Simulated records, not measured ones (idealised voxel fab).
Process module in this document: voxel double patterning
Square cell edge 5 nm, section width 295 nm, ID cut.
Cross-section format: a grid of square cells, given as bands from top to bottom; each band is one or more rows of cells.
Basically the band line says how high the top is and how high the bottom is, in nm, and then what's in it from left to right, every material with its width in nm. Empty space shows up as "air", and if a single material carries "edge to edge" it runs the full band edge to edge.
Heights from 0 (as-received wafer is one material below). Bottom band endless downward, as "0 down".
It should be noted that a width expressed as "30->40" varies in equal increments from row to row of cells within the band, taking the value of the first number at the top row and that of the second number at the bottom row.
No cell of the cross-section changed in a step that is given as "everything unchanged".
Reported under the label "Catalogued sealed voids" are the empty spaces having no open way to the top and comprising 8 cells or more; the notation for each is width x height at distance, in which the distance is measured from the left edge and all three values are in nm.
On each step's line, the part that comes after the settings is the simulator's own comment on the step.
Regarding "overlay nm": on a step with a mask, it is the distance the mask lay to the right of its planned place; a negative value places it to the left.
In what follows, pairs of cross-sections are presented, each taken before and after one process step, with the after cross-section shown only down to the lowest band that was altered; the step, together with its settings, is stated below the pair. The pairs may stem from different runs of this module on the same starting wafer; accordingly, a pair should be taken as continuing from the one above it solely where its entry headed "Pre-process" indicates as much.
PRE-PROCESS
  0 down | Si edge to edge
  Catalogued sealed voids: none
RESULTING CROSS-SECTION
  5 to 0 | SiO2 edge to edge
  Below 0 it's all the same as before, nothing changed down there.
  Catalogued sealed voids: none
Between the two cross-sections shown above lies CONFORMAL_DEP with material SiO2, thk nm 5
Pre-process: after-step cross-section of the pair just above applies.
RESULTING CROSS-SECTION
  25 to 5 | W edge to edge
  Below 5 it's all the same as before, nothing changed down there.
  Catalogued sealed voids: none
Between the two cross-sections shown above lies DIRECTIONAL_DEP with material W, thk nm 20
Pre-process: after-step cross-section of the pair just above applies.
RESULTING CROSS-SECTION
  35 to 25 | SiN edge to edge
  Below 25 it's all the same as before, nothing changed down there.
  Catalogued sealed voids: none
Between the two cross-sections shown above lies DIRECTIONAL_DEP with material SiN, thk nm 10
Pre-process: after-step cross-section of the pair just above applies.
RESULTING CROSS-SECTION
  35 to 25 | 90 nm SiN  15 nm air  35 nm SiN  15 nm air  35 nm SiN  15 nm air  90 nm SiN
  Below 25 it's all the same as before, nothing changed down there.
  Catalogued sealed voids: none
Between the two cross-sections shown above lies MASKED_ETCH with tone open, mask id FIRST, width nm 15, pitch nm 50, etch materials SiN, depth nm 10, overlay nm 0
Pre-process: after-step cross-section of the pair just above applies.
RESULTING CROSS-SECTION
  45 to 35 | 90 nm aC  15 nm air  35 nm aC  15 nm air  35 nm aC  15 nm air  90 nm aC
  35 to 25 | 90 nm SiN  15 nm aC  35 nm SiN  15 nm aC  35 nm SiN  15 nm aC  90 nm SiN
  Below 25 it's all the same as before, nothing changed down there.
  Catalogued sealed voids: none
Between the two cross-sections shown above lies DIRECTIONAL_DEP with material aC, thk nm 10
Pre-process: after-step cross-section of the pair just above applies.
RESULTING CROSS-SECTION
  75 to 45 | 115 nm resist  15 nm air  35 nm resist  15 nm air  115 nm resist
  45 to 35 | 90 nm aC  15 nm resist  35 nm aC  15 nm resist  35 nm aC  15 nm resist  90 nm aC
  Below 35 it's all the same as before, nothing changed down there.
  Catalogued sealed voids: none
Between the two cross-sections shown above lies PATTERN with tone open, mask id SECOND, material resist, width nm 15, pitch nm 50, thk nm 30, overlay nm 0
Pre-process: after-step cross-section of the pair just above applies.
RESULTING CROSS-SECTION
  65 to 45 | 115 nm resist  15 nm air  35 nm resist  15 nm air  115 nm resist
  45 to 35 | 90 nm aC  15 nm resist  10 nm aC  15 nm air  10 nm aC  15 nm resist  10 nm aC  15 nm air  10 nm aC  15 nm resist  90 nm aC
  Below 35 it's all the same as before, nothing changed down there.
  Catalogued sealed voids: none
Between the two cross-sections shown above lies DIRECTIONAL_ETCH with etch materials aC, depth nm 10
Pre-process: after-step cross-section of the pair just above applies.
RESULTING CROSS-SECTION
  45 to 35 | 90 nm aC  15 nm air  10 nm aC  15 nm air  10 nm aC  15 nm air  10 nm aC  15 nm air  10 nm aC  15 nm air  90 nm aC
  Below 35 it's all the same as before, nothing changed down there.
  Catalogued sealed voids: none
Between the two cross-sections shown above lies STRIP with etch materials resist
Pre-process: after-step cross-section of the pair just above applies.
RESULTING CROSS-SECTION
  45 to 35 | 90 nm aC  15 nm air  10 nm aC  15 nm air  10 nm aC  15 nm air  10 nm aC  15 nm air  10 nm aC  15 nm air  90 nm aC
  35 to 25 | 90 nm SiN  15 nm aC  10 nm SiN  15 nm air  10 nm SiN  15 nm aC  10 nm SiN  15 nm air  10 nm SiN  15 nm aC  90 nm SiN
  Below 25 it's all the same as before, nothing changed down there.
  Catalogued sealed voids: none
Between the two cross-sections shown above lies DIRECTIONAL_ETCH with etch materials SiN, depth nm 10
Pre-process: after-step cross-section of the pair just above applies.
RESULTING CROSS-SECTION
  35 to 25 | 90 nm SiN  15 nm air  10 nm SiN  15 nm air  10 nm SiN  15 nm air  10 nm SiN  15 nm air  10 nm SiN  15 nm air  90 nm SiN
  Below 25 it's all the same as before, nothing changed down there.
  Catalogued sealed voids: none
Between the two cross-sections shown above lies STRIP with etch materials aC
Pre-process: after-step cross-section of the pair just above applies.
RESULTING CROSS-SECTION
  35 to 25 | 90 nm SiN  15 nm air  10 nm SiN  15 nm air  10 nm SiN  15 nm air  10 nm SiN  15 nm air  10 nm SiN  15 nm air  90 nm SiN
  25 to 5 | 90 nm W  15 nm air  10 nm W  15 nm air  10 nm W  15 nm air  10 nm W  15 nm air  10 nm W  15 nm air  90 nm W
  Below 5 it's all the same as before, nothing changed down there.
  Catalogued sealed voids: none
Between the two cross-sections shown above lies DIRECTIONAL_ETCH with etch materials W, depth nm 20
Pre-process: after-step cross-section of the pair just above applies.
RESULTING CROSS-SECTION
  25 to 5 | 90 nm W  15 nm air  10 nm W  15 nm air  10 nm W  15 nm air  10 nm W  15 nm air  10 nm W  15 nm air  90 nm W
  Below 5 it's all the same as before, nothing changed down there.
  Catalogued sealed voids: none
Between the two cross-sections shown above lies STRIP with etch materials SiN
PRE-PROCESS
  0 down | Si edge to edge
  Catalogued sealed voids: none
RESULTING CROSS-SECTION
  20 to 0 | W edge to edge
  Below 0 it's all the same as before, nothing changed down there.
  Catalogued sealed voids: none
Between the two cross-sections shown above lies DIRECTIONAL_DEP with material W, thk nm 20
Pre-process: after-step cross-section of the pair just above applies.
RESULTING CROSS-SECTION
  30 to 20 | SiN edge to edge
  Below 20 it's all the same as before, nothing changed down there.
  Catalogued sealed voids: none
Between the two cross-sections shown above lies DIRECTIONAL_DEP with material SiN, thk nm 10
Pre-process: after-step cross-section of the pair just above applies.
RESULTING CROSS-SECTION
  30 to 20 | 90 nm SiN  15 nm air  35 nm SiN  15 nm air  35 nm SiN  15 nm air  90 nm SiN
  Below 20 it's all the same as before, nothing changed down there.
  Catalogued sealed voids: none
Between the two cross-sections shown above lies MASKED_ETCH with tone open, mask id FIRST, width nm 15, pitch nm 50, etch materials SiN, depth nm 10, overlay nm 0
Pre-process: after-step cross-section of the pair just above applies.
RESULTING CROSS-SECTION
  40 to 30 | 90 nm aC  15 nm air  35 nm aC  15 nm air  35 nm aC  15 nm air  90 nm aC
  30 to 20 | 90 nm SiN  15 nm aC  35 nm SiN  15 nm aC  35 nm SiN  15 nm aC  90 nm SiN
  Below 20 it's all the same as before, nothing changed down there.
  Catalogued sealed voids: none
Between the two cross-sections shown above lies DIRECTIONAL_DEP with material aC, thk nm 10
Pre-process: after-step cross-section of the pair just above applies.
RESULTING CROSS-SECTION
  70 to 40 | 115 nm resist  15 nm air  35 nm resist  15 nm air  115 nm resist
  40 to 30 | 90 nm aC  15 nm resist  35 nm aC  15 nm resist  35 nm aC  15 nm resist  90 nm aC
  Below 30 it's all the same as before, nothing changed down there.
  Catalogued sealed voids: none
Between the two cross-sections shown above lies PATTERN with tone open, mask id SECOND, material resist, width nm 15, pitch nm 50, thk nm 30, overlay nm 0
Pre-process: after-step cross-section of the pair just above applies.
RESULTING CROSS-SECTION
  60 to 40 | 115 nm resist  15 nm air  35 nm resist  15 nm air  115 nm resist
  40 to 30 | 90 nm aC  15 nm resist  10 nm aC  15 nm air  10 nm aC  15 nm resist  10 nm aC  15 nm air  10 nm aC  15 nm resist  90 nm aC
  Below 30 it's all the same as before, nothing changed down there.
  Catalogued sealed voids: none
Between the two cross-sections shown above lies DIRECTIONAL_ETCH with etch materials aC, depth nm 10
Pre-process: after-step cross-section of the pair just above applies.
RESULTING CROSS-SECTION
  40 to 30 | 90 nm aC  15 nm air  10 nm aC  15 nm air  10 nm aC  15 nm air  10 nm aC  15 nm air  10 nm aC  15 nm air  90 nm aC
  Below 30 it's all the same as before, nothing changed down there.
  Catalogued sealed voids: none
Between the two cross-sections shown above lies STRIP with etch materials resist
Pre-process: after-step cross-section of the pair just above applies.
RESULTING CROSS-SECTION
  40 to 30 | 90 nm aC  15 nm air  10 nm aC  15 nm air  10 nm aC  15 nm air  10 nm aC  15 nm air  10 nm aC  15 nm air  90 nm aC
  30 to 20 | 90 nm SiN  15 nm aC  10 nm SiN  15 nm air  10 nm SiN  15 nm aC  10 nm SiN  15 nm air  10 nm SiN  15 nm aC  90 nm SiN
  Below 20 it's all the same as before, nothing changed down there.
  Catalogued sealed voids: none
Between the two cross-sections shown above lies DIRECTIONAL_ETCH with etch materials SiN, depth nm 10
Pre-process: after-step cross-section of the pair just above applies.
RESULTING CROSS-SECTION
  30 to 20 | 90 nm SiN  15 nm air  10 nm SiN  15 nm air  10 nm SiN  15 nm air  10 nm SiN  15 nm air  10 nm SiN  15 nm air  90 nm SiN
  Below 20 it's all the same as before, nothing changed down there.
  Catalogued sealed voids: none
Between the two cross-sections shown above lies STRIP with etch materials aC
Pre-process: after-step cross-section of the pair just above applies.
RESULTING CROSS-SECTION
  30 to 20 | 90 nm SiN  15 nm air  10 nm SiN  15 nm air  10 nm SiN  15 nm air  10 nm SiN  15 nm air  10 nm SiN  15 nm air  90 nm SiN
  20 to 0 | 90 nm W  15 nm air  10 nm W  15 nm air  10 nm W  15 nm air  10 nm W  15 nm air  10 nm W  15 nm air  90 nm W
  Below 0 it's all the same as before, nothing changed down there.
  Catalogued sealed voids: none
Between the two cross-sections shown above lies DIRECTIONAL_ETCH with etch materials W, depth nm 20
Pre-process: after-step cross-section of the pair just above applies.
RESULTING CROSS-SECTION
  20 to 0 | 90 nm W  15 nm air  10 nm W  15 nm air  10 nm W  15 nm air  10 nm W  15 nm air  10 nm W  15 nm air  90 nm W
  Below 0 it's all the same as before, nothing changed down there.
  Catalogued sealed voids: none
Between the two cross-sections shown above lies STRIP with etch materials SiN
PRE-PROCESS
  25 to 5 | W edge to edge
  5 to 0 | SiO2 edge to edge
  0 down | Si edge to edge
  Catalogued sealed voids: none
RESULTING CROSS-SECTION
  45 to 5 | W edge to edge
  Below 5 it's all the same as before, nothing changed down there.
  Catalogued sealed voids: none
Between the two cross-sections shown above lies DIRECTIONAL_DEP with material W, thk nm 20
Pre-process: after-step cross-section of the pair just above applies.
RESULTING CROSS-SECTION
  55 to 45 | SiN edge to edge
  Below 45 it's all the same as before, nothing changed down there.
  Catalogued sealed voids: none
Between the two cross-sections shown above lies DIRECTIONAL_DEP with material SiN, thk nm 10
Pre-process: after-step cross-section of the pair just above applies.
RESULTING CROSS-SECTION
  55 to 45 | 90 nm SiN  15 nm air  35 nm SiN  15 nm air  35 nm SiN  15 nm air  90 nm SiN
  Below 45 it's all the same as before, nothing changed down there.
  Catalogued sealed voids: none
Between the two cross-sections shown above lies MASKED_ETCH with tone open, mask id FIRST, width nm 15, pitch nm 50, etch materials SiN, depth nm 10, overlay nm 0
Pre-process: after-step cross-section of the pair just above applies.
RESULTING CROSS-SECTION
  65 to 55 | 90 nm aC  15 nm air  35 nm aC  15 nm air  35 nm aC  15 nm air  90 nm aC
  55 to 45 | 90 nm SiN  15 nm aC  35 nm SiN  15 nm aC  35 nm SiN  15 nm aC  90 nm SiN
  Below 45 it's all the same as before, nothing changed down there.
  Catalogued sealed voids: none
Between the two cross-sections shown above lies DIRECTIONAL_DEP with material aC, thk nm 10
Pre-process: after-step cross-section of the pair just above applies.
RESULTING CROSS-SECTION
  95 to 65 | 115 nm resist  15 nm air  35 nm resist  15 nm air  115 nm resist
  65 to 55 | 90 nm aC  15 nm resist  35 nm aC  15 nm resist  35 nm aC  15 nm resist  90 nm aC
  Below 55 it's all the same as before, nothing changed down there.
  Catalogued sealed voids: none
Between the two cross-sections shown above lies PATTERN with tone open, mask id SECOND, material resist, width nm 15, pitch nm 50, thk nm 30, overlay nm 0
Pre-process: after-step cross-section of the pair just above applies.
RESULTING CROSS-SECTION
  85 to 65 | 115 nm resist  15 nm air  35 nm resist  15 nm air  115 nm resist
  65 to 55 | 90 nm aC  15 nm resist  10 nm aC  15 nm air  10 nm aC  15 nm resist  10 nm aC  15 nm air  10 nm aC  15 nm resist  90 nm aC
  Below 55 it's all the same as before, nothing changed down there.
  Catalogued sealed voids: none
Between the two cross-sections shown above lies DIRECTIONAL_ETCH with etch materials aC, depth nm 10
Pre-process: after-step cross-section of the pair just above applies.
RESULTING CROSS-SECTION
  65 to 55 | 90 nm aC  15 nm air  10 nm aC  15 nm air  10 nm aC  15 nm air  10 nm aC  15 nm air  10 nm aC  15 nm air  90 nm aC
  Below 55 it's all the same as before, nothing changed down there.
  Catalogued sealed voids: none
Between the two cross-sections shown above lies STRIP with etch materials resist
Pre-process: after-step cross-section of the pair just above applies.
RESULTING CROSS-SECTION
  65 to 55 | 90 nm aC  15 nm air  10 nm aC  15 nm air  10 nm aC  15 nm air  10 nm aC  15 nm air  10 nm aC  15 nm air  90 nm aC
  55 to 45 | 90 nm SiN  15 nm aC  10 nm SiN  15 nm air  10 nm SiN  15 nm aC  10 nm SiN  15 nm air  10 nm SiN  15 nm aC  90 nm SiN
  Below 45 it's all the same as before, nothing changed down there.
  Catalogued sealed voids: none
Between the two cross-sections shown above lies DIRECTIONAL_ETCH with etch materials SiN, depth nm 10
Pre-process: after-step cross-section of the pair just above applies.
RESULTING CROSS-SECTION
  55 to 45 | 90 nm SiN  15 nm air  10 nm SiN  15 nm air  10 nm SiN  15 nm air  10 nm SiN  15 nm air  10 nm SiN  15 nm air  90 nm SiN
  Below 45 it's all the same as before, nothing changed down there.
  Catalogued sealed voids: none
Between the two cross-sections shown above lies STRIP with etch materials aC
Pre-process: after-step cross-section of the pair just above applies.
RESULTING CROSS-SECTION
  55 to 45 | 90 nm SiN  15 nm air  10 nm SiN  15 nm air  10 nm SiN  15 nm air  10 nm SiN  15 nm air  10 nm SiN  15 nm air  90 nm SiN
  45 to 25 | 90 nm W  15 nm air  10 nm W  15 nm air  10 nm W  15 nm air  10 nm W  15 nm air  10 nm W  15 nm air  90 nm W
  Below 25 it's all the same as before, nothing changed down there.
  Catalogued sealed voids: none
Between the two cross-sections shown above lies DIRECTIONAL_ETCH with etch materials W, depth nm 20
Pre-process: after-step cross-section of the pair just above applies.
RESULTING CROSS-SECTION
  45 to 25 | 90 nm W  15 nm air  10 nm W  15 nm air  10 nm W  15 nm air  10 nm W  15 nm air  10 nm W  15 nm air  90 nm W
  Below 25 it's all the same as before, nothing changed down there.
  Catalogued sealed voids: none
Between the two cross-sections shown above lies STRIP with etch materials SiN
PRE-PROCESS
  20 to 0 | W edge to edge
  0 down | Si edge to edge
  Catalogued sealed voids: none
RESULTING CROSS-SECTION
  25 to 20 | SiO2 edge to edge
  Below 20 it's all the same as before, nothing changed down there.
  Catalogued sealed voids: none
Between the two cross-sections shown above lies CONFORMAL_DEP with material SiO2, thk nm 5
Pre-process: after-step cross-section of the pair just above applies.
RESULTING CROSS-SECTION
  35 to 25 | SiN edge to edge
  Below 25 it's all the same as before, nothing changed down there.
  Catalogued sealed voids: none
Between the two cross-sections shown above lies DIRECTIONAL_DEP with material SiN, thk nm 10
Pre-process: after-step cross-section of the pair just above applies.
RESULTING CROSS-SECTION
  35 to 25 | 90 nm SiN  15 nm air  35 nm SiN  15 nm air  35 nm SiN  15 nm air  90 nm SiN
  Below 25 it's all the same as before, nothing changed down there.
  Catalogued sealed voids: none
Between the two cross-sections shown above lies MASKED_ETCH with tone open, mask id FIRST, width nm 15, pitch nm 50, etch materials SiN, depth nm 10, overlay nm 0
Pre-process: after-step cross-section of the pair just above applies.
RESULTING CROSS-SECTION
  45 to 35 | 90 nm aC  15 nm air  35 nm aC  15 nm air  35 nm aC  15 nm air  90 nm aC
  35 to 25 | 90 nm SiN  15 nm aC  35 nm SiN  15 nm aC  35 nm SiN  15 nm aC  90 nm SiN
  Below 25 it's all the same as before, nothing changed down there.
  Catalogued sealed voids: none
Between the two cross-sections shown above lies DIRECTIONAL_DEP with material aC, thk nm 10
Pre-process: after-step cross-section of the pair just above applies.
RESULTING CROSS-SECTION
  75 to 45 | 115 nm resist  15 nm air  35 nm resist  15 nm air  115 nm resist
  45 to 35 | 90 nm aC  15 nm resist  35 nm aC  15 nm resist  35 nm aC  15 nm resist  90 nm aC
  Below 35 it's all the same as before, nothing changed down there.
  Catalogued sealed voids: none
Between the two cross-sections shown above lies PATTERN with tone open, mask id SECOND, material resist, width nm 15, pitch nm 50, thk nm 30, overlay nm 0
Pre-process: after-step cross-section of the pair just above applies.
RESULTING CROSS-SECTION
  65 to 45 | 115 nm resist  15 nm air  35 nm resist  15 nm air  115 nm resist
  45 to 35 | 90 nm aC  15 nm resist  10 nm aC  15 nm air  10 nm aC  15 nm resist  10 nm aC  15 nm air  10 nm aC  15 nm resist  90 nm aC
  Below 35 it's all the same as before, nothing changed down there.
  Catalogued sealed voids: none
Between the two cross-sections shown above lies DIRECTIONAL_ETCH with etch materials aC, depth nm 10
Pre-process: after-step cross-section of the pair just above applies.
RESULTING CROSS-SECTION
  45 to 35 | 90 nm aC  15 nm air  10 nm aC  15 nm air  10 nm aC  15 nm air  10 nm aC  15 nm air  10 nm aC  15 nm air  90 nm aC
  Below 35 it's all the same as before, nothing changed down there.
  Catalogued sealed voids: none
Between the two cross-sections shown above lies STRIP with etch materials resist
Pre-process: after-step cross-section of the pair just above applies.
RESULTING CROSS-SECTION
  45 to 35 | 90 nm aC  15 nm air  10 nm aC  15 nm air  10 nm aC  15 nm air  10 nm aC  15 nm air  10 nm aC  15 nm air  90 nm aC
  35 to 25 | 90 nm SiN  15 nm aC  10 nm SiN  15 nm air  10 nm SiN  15 nm aC  10 nm SiN  15 nm air  10 nm SiN  15 nm aC  90 nm SiN
  Below 25 it's all the same as before, nothing changed down there.
  Catalogued sealed voids: none
Between the two cross-sections shown above lies DIRECTIONAL_ETCH with etch materials SiN, depth nm 10
Pre-process: after-step cross-section of the pair just above applies.
RESULTING CROSS-SECTION
  35 to 25 | 90 nm SiN  15 nm air  10 nm SiN  15 nm air  10 nm SiN  15 nm air  10 nm SiN  15 nm air  10 nm SiN  15 nm air  90 nm SiN
  Below 25 it's all the same as before, nothing changed down there.
  Catalogued sealed voids: none
Between the two cross-sections shown above lies STRIP with etch materials aC
Pre-process: after-step cross-section of the pair just above applies.
RESULTING CROSS-SECTION
  25 to 20 | SiO2 edge to edge
  Below 20 it's all the same as before, nothing changed down there.
  Catalogued sealed voids: none
Between the two cross-sections shown above lies STRIP with etch materials SiN
PRE-PROCESS
  5 to 0 | SiO2 edge to edge
  0 down | Si edge to edge
  Catalogued sealed voids: none
RESULTING CROSS-SECTION
  35 to 5 | W edge to edge
  Below 5 it's all the same as before, nothing changed down there.
  Catalogued sealed voids: none
Between the two cross-sections shown above lies DIRECTIONAL_DEP with material W, thk nm 30
Pre-process: after-step cross-section of the pair just above applies.
RESULTING CROSS-SECTION
  45 to 35 | SiN edge to edge
  Below 35 it's all the same as before, nothing changed down there.
  Catalogued sealed voids: none
Between the two cross-sections shown above lies DIRECTIONAL_DEP with material SiN, thk nm 10
Pre-process: after-step cross-section of the pair just above applies.
RESULTING CROSS-SECTION
  45 to 35 | 90 nm SiN  15 nm air  35 nm SiN  15 nm air  35 nm SiN  15 nm air  90 nm SiN
  Below 35 it's all the same as before, nothing changed down there.
  Catalogued sealed voids: none
Between the two cross-sections shown above lies MASKED_ETCH with tone open, mask id FIRST, width nm 15, pitch nm 50, etch materials SiN, depth nm 10, overlay nm 0
Pre-process: after-step cross-section of the pair just above applies.
RESULTING CROSS-SECTION
  55 to 45 | 90 nm aC  15 nm air  35 nm aC  15 nm air  35 nm aC  15 nm air  90 nm aC
  45 to 35 | 90 nm SiN  15 nm aC  35 nm SiN  15 nm aC  35 nm SiN  15 nm aC  90 nm SiN
  Below 35 it's all the same as before, nothing changed down there.
  Catalogued sealed voids: none
Between the two cross-sections shown above lies DIRECTIONAL_DEP with material aC, thk nm 10
Pre-process: after-step cross-section of the pair just above applies.
RESULTING CROSS-SECTION
  85 to 55 | 115 nm resist  15 nm air  35 nm resist  15 nm air  115 nm resist
  55 to 45 | 90 nm aC  15 nm resist  35 nm aC  15 nm resist  35 nm aC  15 nm resist  90 nm aC
  Below 45 it's all the same as before, nothing changed down there.
  Catalogued sealed voids: none
Between the two cross-sections shown above lies PATTERN with tone open, mask id SECOND, material resist, width nm 15, pitch nm 50, thk nm 30, overlay nm 0
Pre-process: after-step cross-section of the pair just above applies.
RESULTING CROSS-SECTION
  75 to 55 | 115 nm resist  15 nm air  35 nm resist  15 nm air  115 nm resist
  55 to 45 | 90 nm aC  15 nm resist  10 nm aC  15 nm air  10 nm aC  15 nm resist  10 nm aC  15 nm air  10 nm aC  15 nm resist  90 nm aC
  Below 45 it's all the same as before, nothing changed down there.
  Catalogued sealed voids: none
Between the two cross-sections shown above lies DIRECTIONAL_ETCH with etch materials aC, depth nm 10
Pre-process: after-step cross-section of the pair just above applies.
RESULTING CROSS-SECTION
  55 to 45 | 90 nm aC  15 nm air  10 nm aC  15 nm air  10 nm aC  15 nm air  10 nm aC  15 nm air  10 nm aC  15 nm air  90 nm aC
  Below 45 it's all the same as before, nothing changed down there.
  Catalogued sealed voids: none
Between the two cross-sections shown above lies STRIP with etch materials resist
Pre-process: after-step cross-section of the pair just above applies.
RESULTING CROSS-SECTION
  55 to 45 | 90 nm aC  15 nm air  10 nm aC  15 nm air  10 nm aC  15 nm air  10 nm aC  15 nm air  10 nm aC  15 nm air  90 nm aC
  45 to 35 | 90 nm SiN  15 nm aC  10 nm SiN  15 nm air  10 nm SiN  15 nm aC  10 nm SiN  15 nm air  10 nm SiN  15 nm aC  90 nm SiN
  Below 35 it's all the same as before, nothing changed down there.
  Catalogued sealed voids: none
Between the two cross-sections shown above lies DIRECTIONAL_ETCH with etch materials SiN, depth nm 10
Pre-process: after-step cross-section of the pair just above applies.
RESULTING CROSS-SECTION
  45 to 35 | 90 nm SiN  15 nm air  10 nm SiN  15 nm air  10 nm SiN  15 nm air  10 nm SiN  15 nm air  10 nm SiN  15 nm air  90 nm SiN
  Below 35 it's all the same as before, nothing changed down there.
  Catalogued sealed voids: none
Between the two cross-sections shown above lies STRIP with etch materials aC
Pre-process: after-step cross-section of the pair just above applies.
RESULTING CROSS-SECTION
  45 to 35 | 90 nm SiN  15 nm air  10 nm SiN  15 nm air  10 nm SiN  15 nm air  10 nm SiN  15 nm air  10 nm SiN  15 nm air  90 nm SiN
  35 to 15 | 90 nm W  15 nm air  10 nm W  15 nm air  10 nm W  15 nm air  10 nm W  15 nm air  10 nm W  15 nm air  90 nm W
  Below 15 it's all the same as before, nothing changed down there.
  Catalogued sealed voids: none
Between the two cross-sections shown above lies DIRECTIONAL_ETCH with etch materials W, depth nm 20
Pre-process: after-step cross-section of the pair just above applies.
RESULTING CROSS-SECTION
  35 to 15 | 90 nm W  15 nm air  10 nm W  15 nm air  10 nm W  15 nm air  10 nm W  15 nm air  10 nm W  15 nm air  90 nm W
  Below 15 it's all the same as before, nothing changed down there.
  Catalogued sealed voids: none
Between the two cross-sections shown above lies STRIP with etch materials SiN
PRE-PROCESS
  35 to 25 | SiN edge to edge
  25 to 5 | W edge to edge
  5 to 0 | SiO2 edge to edge
  0 down | Si edge to edge
  Catalogued sealed voids: none
RESULTING CROSS-SECTION
  35 to 25 | 90 nm SiN  20 nm air  30 nm SiN  20 nm air  30 nm SiN  20 nm air  85 nm SiN
  Below 25 it's all the same as before, nothing changed down there.
  Catalogued sealed voids: none
Between the two cross-sections shown above lies MASKED_ETCH with tone open, mask id FIRST, width nm 20, pitch nm 50, etch materials SiN, depth nm 10, overlay nm 0
Pre-process: after-step cross-section of the pair just above applies.
RESULTING CROSS-SECTION
  45 to 35 | 90 nm aC  20 nm air  30 nm aC  20 nm air  30 nm aC  20 nm air  85 nm aC
  35 to 25 | 90 nm SiN  20 nm aC  30 nm SiN  20 nm aC  30 nm SiN  20 nm aC  85 nm SiN
  Below 25 it's all the same as before, nothing changed down there.
  Catalogued sealed voids: none
Between the two cross-sections shown above lies DIRECTIONAL_DEP with material aC, thk nm 10
Pre-process: after-step cross-section of the pair just above applies.
RESULTING CROSS-SECTION
  75 to 45 | 115 nm resist  15 nm air  35 nm resist  15 nm air  115 nm resist
  45 to 35 | 90 nm aC  20 nm resist  30 nm aC  20 nm resist  30 nm aC  20 nm resist  85 nm aC
  Below 35 it's all the same as before, nothing changed down there.
  Catalogued sealed voids: none
Between the two cross-sections shown above lies PATTERN with tone open, mask id SECOND, material resist, width nm 15, pitch nm 50, thk nm 30, overlay nm 0
Pre-process: after-step cross-section of the pair just above applies.
RESULTING CROSS-SECTION
  65 to 45 | 115 nm resist  15 nm air  35 nm resist  15 nm air  115 nm resist
  45 to 35 | 90 nm aC  20 nm resist  5 nm aC  15 nm air  10 nm aC  20 nm resist  5 nm aC  15 nm air  10 nm aC  20 nm resist  85 nm aC
  Below 35 it's all the same as before, nothing changed down there.
  Catalogued sealed voids: none
Between the two cross-sections shown above lies DIRECTIONAL_ETCH with etch materials aC, depth nm 10
Pre-process: after-step cross-section of the pair just above applies.
RESULTING CROSS-SECTION
  45 to 35 | 90 nm aC  20 nm air  5 nm aC  15 nm air  10 nm aC  20 nm air  5 nm aC  15 nm air  10 nm aC  20 nm air  85 nm aC
  Below 35 it's all the same as before, nothing changed down there.
  Catalogued sealed voids: none
Between the two cross-sections shown above lies STRIP with etch materials resist
Pre-process: after-step cross-section of the pair just above applies.
RESULTING CROSS-SECTION
  45 to 35 | 90 nm aC  20 nm air  5 nm aC  15 nm air  10 nm aC  20 nm air  5 nm aC  15 nm air  10 nm aC  20 nm air  85 nm aC
  35 to 25 | 90 nm SiN  20 nm aC  5 nm SiN  15 nm air  10 nm SiN  20 nm aC  5 nm SiN  15 nm air  10 nm SiN  20 nm aC  85 nm SiN
  Below 25 it's all the same as before, nothing changed down there.
  Catalogued sealed voids: none
Between the two cross-sections shown above lies DIRECTIONAL_ETCH with etch materials SiN, depth nm 10
Pre-process: after-step cross-section of the pair just above applies.
RESULTING CROSS-SECTION
  35 to 25 | 90 nm SiN  20 nm air  5 nm SiN  15 nm air  10 nm SiN  20 nm air  5 nm SiN  15 nm air  10 nm SiN  20 nm air  85 nm SiN
  Below 25 it's all the same as before, nothing changed down there.
  Catalogued sealed voids: none
Between the two cross-sections shown above lies STRIP with etch materials aC
Pre-process: after-step cross-section of the pair just above applies.
RESULTING CROSS-SECTION
  35 to 25 | 90 nm SiN  20 nm air  5 nm SiN  15 nm air  10 nm SiN  20 nm air  5 nm SiN  15 nm air  10 nm SiN  20 nm air  85 nm SiN
  25 to 5 | 90 nm W  20 nm air  5 nm W  15 nm air  10 nm W  20 nm air  5 nm W  15 nm air  10 nm W  20 nm air  85 nm W
  Below 5 it's all the same as before, nothing changed down there.
  Catalogued sealed voids: none
Between the two cross-sections shown above lies DIRECTIONAL_ETCH with etch materials W, depth nm 20
Pre-process: after-step cross-section of the pair just above applies.
RESULTING CROSS-SECTION
  25 to 5 | 90 nm W  20 nm air  5 nm W  15 nm air  10 nm W  20 nm air  5 nm W  15 nm air  10 nm W  20 nm air  85 nm W
  Below 5 it's all the same as before, nothing changed down there.
  Catalogued sealed voids: none
Between the two cross-sections shown above lies STRIP with etch materials SiN
PRE-PROCESS
  45 to 35 | 90 nm aC  15 nm air  35 nm aC  15 nm air  35 nm aC  15 nm air  90 nm aC
  35 to 25 | 90 nm SiN  15 nm aC  35 nm SiN  15 nm aC  35 nm SiN  15 nm aC  90 nm SiN
  25 to 5 | W edge to edge
  5 to 0 | SiO2 edge to edge
  0 down | Si edge to edge
  Catalogued sealed voids: none
RESULTING CROSS-SECTION
  75 to 45 | 105 nm resist  15 nm air  35 nm resist  15 nm air  125 nm resist
  45 to 35 | 90 nm aC  15 nm resist  35 nm aC  15 nm resist  35 nm aC  15 nm resist  90 nm aC
  Below 35 it's all the same as before, nothing changed down there.
  Catalogued sealed voids: none
Between the two cross-sections shown above lies PATTERN with tone open, mask id SECOND, material resist, width nm 15, pitch nm 50, thk nm 30, overlay nm -10
Pre-process: after-step cross-section of the pair just above applies.
RESULTING CROSS-SECTION
  65 to 45 | 105 nm resist  15 nm air  35 nm resist  15 nm air  125 nm resist
  45 to 35 | 90 nm aC  15 nm resist  15 nm air  20 nm aC  15 nm resist  15 nm air  20 nm aC  15 nm resist  90 nm aC
  Below 35 it's all the same as before, nothing changed down there.
  Catalogued sealed voids: none
Between the two cross-sections shown above lies DIRECTIONAL_ETCH with etch materials aC, depth nm 10
Pre-process: after-step cross-section of the pair just above applies.
RESULTING CROSS-SECTION
  45 to 35 | 90 nm aC  30 nm air  20 nm aC  30 nm air  20 nm aC  15 nm air  90 nm aC
  Below 35 it's all the same as before, nothing changed down there.
  Catalogued sealed voids: none
Between the two cross-sections shown above lies STRIP with etch materials resist
Pre-process: after-step cross-section of the pair just above applies.
RESULTING CROSS-SECTION
  45 to 35 | 90 nm aC  30 nm air  20 nm aC  30 nm air  20 nm aC  15 nm air  90 nm aC
  35 to 25 | 90 nm SiN  15 nm aC  15 nm air  20 nm SiN  15 nm aC  15 nm air  20 nm SiN  15 nm aC  90 nm SiN
  Below 25 it's all the same as before, nothing changed down there.
  Catalogued sealed voids: none
Between the two cross-sections shown above lies DIRECTIONAL_ETCH with etch materials SiN, depth nm 10
